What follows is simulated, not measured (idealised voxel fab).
The document below concerns the process module designated voxel transistor to metal.
We display cut, a cross-section 170 nm in width whose square cells are each 5 nm.
Throughout this document, each cross-section is represented as a grid of square cells and is presented as a sequence of bands enumerated from the top downward, where a band comprises one or more rows of cells.
Within each band entry, the heights of the top and of the bottom of the band appear first, in that order and in nm; the materials of the band then follow from left to right, each with its corresponding width in nm. The designation "full width" on a single material indicates that it fills the band from edge to edge; the designation "blank" indicates empty space.
Heights are measured from 0, the level below which the as-received wafer is all one material; the lowest band has no bottom and continues downward, written as in "0 nm and below".
Width spec "30..40" -> top row of cells at first value, bottom row at second value, equal per-row change in between.
For the purposes of this document, the phrase "same as before" attached to a step denotes that no cell within the cross-section was modified by that step.
In "Closed cavities" the enclosed voids are listed, meaning empty spaces of 8 cells or larger without any opening to the top. The form is width x height at distance, distance from the left edge, units nm.
Post-settings text on a step line: simulator's own remark regarding the step.
overlay nm: how far to the right of its planned place the mask lay on this masked step (negative: to the left).
[The process steps that were planned are listed below]
1: op RECEIVE | material Si
2: op OXIDIZE | depth nm 5
3: op CONFORMAL_DEP | material SiN | thk nm 10
4: op MASKED_ETCH | tone cover | mask id ACTIVE | width nm 100 | etch materials SiN | depth nm 10 | overlay nm 0
5: op MASKED_ETCH | tone cover | mask id ACTIVE | width nm 100 | etch materials SiO2 | depth nm 5 | overlay nm 0
6: op MASKED_ETCH | tone cover | mask id ACTIVE | width nm 100 | etch materials Si | depth nm 30 | overlay nm 0
7: op FILL_DEP | material SiO2 | thk nm 10
8: op CMP | height nm 10
9: op SELECTIVE_ETCH | etch materials SiO2 | depth nm 10
10: op STRIP | etch materials SiN
11: op SELECTIVE_ETCH | etch materials SiO2 | depth nm 5
12: op OXIDIZE | depth nm 5
13: op DIRECTIONAL_DEP | material polySi | thk nm 30
14: op DIRECTIONAL_DEP | material SiCN | thk nm 10
15: op PATTERN | tone cover | mask id GATE | material resist | width nm 30 | thk nm 15 | overlay nm 0
16: op DIRECTIONAL_ETCH | etch materials SiCN | depth nm 20
17: op DIRECTIONAL_ETCH | etch materials polySi | depth nm 40
18: op STRIP | etch materials resist
19: op CONFORMAL_DEP | material SiO2 | thk nm 5
20: op DIRECTIONAL_ETCH | etch materials SiO2 | depth nm 5
21: op CONFORMAL_DEP | material SiN | thk nm 10
22: op DIRECTIONAL_ETCH | etch materials SiN | depth nm 10
23: op DIRECTIONAL_ETCH | etch materials SiO2 | depth nm 5
24: op DIRECTIONAL_ETCH | etch materials Si | depth nm 10
25: op EPI | material nSi | thk nm 10
26: op FILL_DEP | material SiO2 | thk nm 10
27: op CMP | height nm 25
28: op STRIP | etch materials polySi
29: op SELECTIVE_ETCH | etch materials SiO2 | depth nm 5
30: op CONFORMAL_DEP | material HfO2 | thk nm 5
31: op CONFORMAL_DEP | material TiN | thk nm 5
32: op FILL_DEP | material W | thk nm 10
33: op CMP | height nm 20
34: op DIRECTIONAL_DEP | material SiO2 | thk nm 15
35: op PATTERN | tone open | mask id CONTACT | material resist | width nm 15 | pitch nm 75 | thk nm 20 | overlay nm 0
36: op DIRECTIONAL_ETCH | etch materials SiO2 | depth nm 45
37: op STRIP | etch materials resist
38: op CONFORMAL_DEP | material TiN | thk nm 5
39: op FILL_DEP | material W | thk nm 5
40: op CMP | height nm 35
41: op CONFORMAL_DEP | material SiN | thk nm 5
42: op DIRECTIONAL_DEP | material lowk | thk nm 20
43: op MASKED_ETCH | tone open | mask id METAL_1 | width nm 15 | pitch nm 75 | etch materials lowk | depth nm 20 | overlay nm 0
44: op MASKED_ETCH | tone open | mask id METAL_1 | width nm 15 | pitch nm 75 | etch materials SiN | depth nm 5 | overlay nm 0
45: op CONFORMAL_DEP | material TiN | thk nm 5
46: op FILL_DEP | material Ru | thk nm 10
47: op CMP | height nm 60
48: op EPI | material Ru | thk nm 5
49: op FILL_DEP | material SiCN | thk nm 5
50: op DIRECTIONAL_DEP | material lowk | thk nm 25
51: op MASKED_ETCH | tone open | mask id METAL_2 | width nm 15 | pitch nm 75 | etch materials lowk | depth nm 15 | overlay nm 0
52: op MASKED_ETCH | tone open | mask id METAL_2_HOLES | width nm 15 | pitch nm 75 | etch materials lowk | depth nm 10 | overlay nm 0
53: op MASKED_ETCH | tone open | mask id METAL_2_HOLES | width nm 15 | pitch nm 75 | etch materials SiCN | depth nm 5 | overlay nm 0
54: op CONFORMAL_DEP | material TiN | thk nm 5
55: op FILL_DEP | material Cu | thk nm 10
56: op CMP | height nm 95
57: op CONFORMAL_DEP | material SiCN | thk nm 5
Variable across wafers: step 43 width nm (plan value is that of the first wafer; starting state common to all).
[Here's the first of the wafers in cross-section, just as we got it, i.e. after step 1]
0 nm and below: Si full width
Closed cavities: none
[End of module, by wafer: material-by-material cell gain (+) or loss (-) since receipt, then closed voids]
width nm 15 | +10 Cu | +18 HfO2 | +18 Ru | -154 Si | +86 SiCN | +48 SiN | +254 SiO2 | +96 TiN | +28 W | +252 lowk | +24 nSi | Closed cavities: none
width nm 20 | +10 Cu | +18 HfO2 | +26 Ru | -154 Si | +84 SiCN | +48 SiN | +254 SiO2 | +98 TiN | +28 W | +244 lowk | +24 nSi | Closed cavities: none
width nm 25 | +10 Cu | +18 HfO2 | +34 Ru | -154 Si | +82 SiCN | +48 SiN | +254 SiO2 | +100 TiN | +28 W | +236 lowk | +24 nSi | Closed cavities: none
width nm 30 | +10 Cu | +18 HfO2 | +42 Ru | -154 Si | +80 SiCN | +48 SiN | +254 SiO2 | +102 TiN | +28 W | +228 lowk | +24 nSi | Closed cavities: none
